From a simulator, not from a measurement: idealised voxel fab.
A process module follows: voxel spacer lines.
Square cell edge 5 nm, section width 225 nm, ID cut.
Cross-section spec: square-cell grid; bands listed top down; each band is one or more rows. Band: top height; bottom height; in nm. Then, left to right: material with width in nm, for each material. "all across": a single material spanning edge to edge. "empty": empty space. Below 0: as-received wafer, all one material; heights counted from there. Lowest band: no bottom, goes on down, written "0 -> down". Read "30 to 40" as a graded width: first number on top, second number at the bottom, same change between each pair of neighbouring rows. "nothing was modified" after a step means that no cell of the cross-section changed. Entry "Entrapped void list" = empty spaces >= 8 cells with no open way to the top; each as width x height at distance, distance from left edge, all nm. Heads up: the bit after the settings on a step's line is the simulator's remark on that step. "overlay nm", when on a step's line for a step with a mask, measures how far to the right of its planned place the mask lay; a negative measure means to the left.
Process steps - plan
1) RECEIVE with material Si
2) CONFORMAL_DEP with material Al2O3, thk nm 5
3) DIRECTIONAL_DEP with material W, thk nm 10
4) DIRECTIONAL_DEP with material aC, thk nm 30
5) PATTERN with tone cover, mask id MANDREL, material resist, width nm 25, pitch nm 70, thk nm 40, overlay nm 0
6) DIRECTIONAL_ETCH with etch materials aC, depth nm 30
7) STRIP with etch materials resist
8) CONFORMAL_DEP with material SiO2, thk nm 10
9) DIRECTIONAL_ETCH with etch materials SiO2, depth nm 10
10) STRIP with etch materials aC
11) DIRECTIONAL_ETCH with etch materials W, depth nm 10
12) STRIP with etch materials SiO2
13) FILL_DEP with material SiO2, thk nm 5
14) CMP with height nm 15
Wafer cross-section on receipt, i.e. after step 1
- 0 -> down: Si all across
- Entrapped void list: none
Starting wafer: above. Plan: above. Run: one mistake. Cross-section after the module: below
- 5 -> 0: Al2O3 all across
- 0 -> down: Si all across
- Entrapped void list: none
Finding, execution versus plan: step 14 did not happen as planned, as run it was CMP with height nm 5
